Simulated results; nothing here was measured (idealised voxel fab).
process module | voxel wiring stack
cross-section cut | 195 nm wide | cells 5 nm
A cross-section is a grid of square cells, given in bands from the top down. A band is one or more rows of cells.
Each band's line starts with the height of the band's top and of its bottom, in nm. Then come its materials from left to right, each with its width in nm. One material with "throughout" fills the band from edge to edge. "air" is empty space.
Height 0 is the level under which the wafer as received is all one material. The lowest band goes on downwards, as in "0 down".
A width such as "30 to 40" changes by the same amount from each row of cells to the next, from the band's top row to its bottom row.
"no change" after a step means that no cell of the cross-section changed.
closed voids: empty space of 8 cells or more with no open way to the top, each as width x height at its distance from the left edge, in nm
after a step's settings: what the simulator itself notes on the step
overlay nm, on a step with a mask: how far to the right of its planned place the mask lay; to the left if negative
plan
1 op RECEIVE | material Si
2 op CONFORMAL_DEP | material SiO2 | thk nm 15
3 op DIRECTIONAL_DEP | material TiN | thk nm 5
4 op DIRECTIONAL_DEP | material Ru | thk nm 15
5 op PATTERN | tone cover | mask id METAL_1 | material resist | width nm 30 | pitch nm 45 | thk nm 20 | overlay nm 0
6 op DIRECTIONAL_ETCH | etch materials Ru | depth nm 15
7 op DIRECTIONAL_ETCH | etch materials TiN | depth nm 5
8 op STRIP | etch materials resist
9 op CONFORMAL_DEP | material SiCN | thk nm 5
10 op FILL_DEP | material SiO2 | thk nm 5
11 op CMP | height nm 35
12 op CONFORMAL_DEP | material SiCN | thk nm 5
13 op DIRECTIONAL_DEP | material SiO2 | thk nm 20
14 op PATTERN | tone open | mask id PLUG_1 | material resist | width nm 15 | pitch nm 90 | thk nm 15 | overlay nm 0
15 op DIRECTIONAL_ETCH | etch materials SiO2 | depth nm 20
16 op DIRECTIONAL_ETCH | etch materials SiCN | depth nm 5
17 op STRIP | etch materials resist
18 op EPI | material Ru | thk nm 10
19 op EPI | material Ru | thk nm 10
20 op EPI | material Ru | thk nm 5
21 op DIRECTIONAL_DEP | material TiN | thk nm 5
22 op DIRECTIONAL_DEP | material Ru | thk nm 20
23 op MASKED_ETCH | tone cover | mask id METAL_2 | width nm 30 | pitch nm 45 | etch materials Ru | depth nm 20 | overlay nm 0
24 op MASKED_ETCH | tone cover | mask id METAL_2 | width nm 30 | pitch nm 45 | etch materials TiN | depth nm 5 | overlay nm 0
25 op FILL_DEP | material SiO2 | thk nm 10
26 op CMP | height nm 85
27 op CONFORMAL_DEP | material SiN | thk nm 5
as received, after step 1
  0 down: Si throughout
  closed voids: none
first wafer at the end, as planned
  90 to 85: SiN throughout
  85 to 65: SiO2 15 | Ru 30 | SiO2 15 | Ru 30 | SiO2 15 | Ru 30 | SiO2 15 | Ru 30 | SiO2 15
  65 to 60: SiO2 15 | TiN 30 | SiO2 15 | TiN 30 | SiO2 15 | TiN 30 | SiO2 15 | TiN 30 | SiO2 15
  60 to 40: SiO2 15 | Ru 15 | SiO2 75 | Ru 15 | SiO2 75
  40 to 35: SiCN 15 | Ru 15 | SiCN 75 | Ru 15 | SiCN 75
  35 to 20: SiO2 10 | SiCN 5 | Ru 30 | SiCN 5 | SiO2 5 | SiCN 5 | Ru 30 | SiCN 5 | SiO2 5 | SiCN 5 | Ru 30 | SiCN 5 | SiO2 5 | SiCN 5 | Ru 30 | SiCN 5 | SiO2 10
  20 to 15: SiCN 15 | TiN 30 | SiCN 15 | TiN 30 | SiCN 15 | TiN 30 | SiCN 15 | TiN 30 | SiCN 15
  15 to 0: SiO2 throughout
  0 down: Si throughout
  closed voids: none
second wafer at the end: like start, like plan, one mistake
  90 to 85: SiN throughout
  85 to 65: SiO2 15 | Ru 30 | SiO2 15 | Ru 30 | SiO2 15 | Ru 30 | SiO2 15 | Ru 30 | SiO2 15
  65 to 60: SiO2 15 | TiN 30 | SiO2 15 | TiN 30 | SiO2 15 | TiN 30 | SiO2 15 | TiN 30 | SiO2 15
  60 to 40: SiO2 15 | Ru 15 | SiO2 75 | Ru 15 | SiO2 75
  40 to 35: SiCN 15 | Ru 15 | SiCN 75 | Ru 15 | SiCN 75
  35 to 25: SiO2 10 | SiCN 5 | Ru 30 | SiCN 5 | SiO2 5 | SiCN 5 | Ru 30 | SiCN 5 | SiO2 5 | SiCN 5 | Ru 30 | SiCN 5 | SiO2 5 | SiCN 5 | Ru 30 | SiCN 5 | SiO2 10
  25 to 20: SiCN 15 | Ru 30 | SiCN 15 | Ru 30 | SiCN 15 | Ru 30 | SiCN 15 | Ru 30 | SiCN 15
  20 to 5: SiO2 throughout
  5 to 0: TiN throughout
  0 down: Si throughout
  closed voids: none
what went wrong: steps 2 and 3 were swapped
at the end the second wafer has, in cells: 8 fewer of SiCN | 7 fewer of SiO2 | 15 more of TiN
